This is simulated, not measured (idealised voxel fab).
The document below concerns the process module designated voxel fin reveal.
Pictured: cross-section cut, 295 nm wide, on a grid of 5 nm square cells.
This document writes a cross-section as a grid whose cells are square, and gives it as bands, listed from the top down; one or more rows of cells form a band. Band: top and bottom heights (nm) first, top before bottom; then materials from left to right, widths in nm. "everywhere" marks a sole material filling the band edge to edge. "air" denotes empty space. Measure heights from 0. That's the level where, below it, the as-received wafer is all one material. The lowest band is bottomless and extends downward; write it as in "0..down". Per-row width for "30 to 40": begins at first number (top row of band), ends at second number (bottom row), increment between rows held constant. For the purposes of this document, the phrase "no change occurred" attached to a step denotes that no cell within the cross-section was modified by that step. If an empty space has no open way to the top and is at least 8 cells in size, "Closed cavity list" lists it, written width x height at distance, where distance is measured from the left edge and every value is in nm. Text after the settings on a step's line: the simulator's own remark on that step. When a step includes a mask, the "overlay nm" setting on its line states how far to the right of its planned place that mask lay, and negative values state how far to the left.
Process steps (planned):
step 1: RECEIVE (material Si)
step 2: CONFORMAL_DEP (material SiN; thk nm 5)
step 3: PATTERN (tone cover; mask id FINS; material resist; width nm 15; pitch nm 35; thk nm 15; overlay nm 0)
step 4: DIRECTIONAL_ETCH (etch materials SiN; depth nm 5)
step 5: DIRECTIONAL_ETCH (etch materials Si; depth nm 40)
step 6: STRIP (etch materials resist)
step 7: OXIDIZE (depth nm 5)
step 8: FILL_DEP (material SiO2; thk nm 5)
step 9: CMP (height nm 5)
step 10: SELECTIVE_ETCH (etch materials SiO2; depth nm 10)
step 11: STRIP (etch materials SiN)
step 12: CONFORMAL_DEP (material SiO2; thk nm 5)
varied across the wafers: depth nm of step 10. The plan shows the first wafer's value. All wafers start alike
Sectional view: first of several wafers, as received, after step 1:
> 0..down = Si everywhere
> Closed cavity list: none
End of the module, past its last step, step 12: how the first of several wafers looks in cross-section:
> 5..0 = air=120 / SiO2=15 / air=20 / SiO2=15 / air=125
> 0..-45 = SiO2=125 / Si=5 / SiO2=30 / Si=5 / SiO2=130
> -45..down = Si everywhere
> Closed cavity list: none
Cross-sectional view of the final wafer of several at the module's end:
> 5..0 = air=120 / SiO2=15 / air=20 / SiO2=15 / air=125
> 0..-25 = air=120 / SiO2=5 / Si=5 / SiO2=5 / air=20 / SiO2=5 / Si=5 / SiO2=5 / air=125
> -25..-45 = SiO2=125 / Si=5 / SiO2=30 / Si=5 / SiO2=130
> -45..down = Si everywhere
> Closed cavity list: none
Per-wafer rows below. For each material: cells gained (+) or lost (-) since the wafer was received, as of end of module. Then: closed voids:
depth nm 10; -513 Si; +519 SiO2; Closed cavity list: none
depth nm 15; -513 Si; +466 SiO2; Closed cavity list: none
depth nm 20; -513 Si; +413 SiO2; Closed cavity list: none
depth nm 25; -513 Si; +360 SiO2; Closed cavity list: none
depth nm 30; -513 Si; +307 SiO2; Closed cavity list: none
depth nm 35; -513 Si; +254 SiO2; Closed cavity list: none
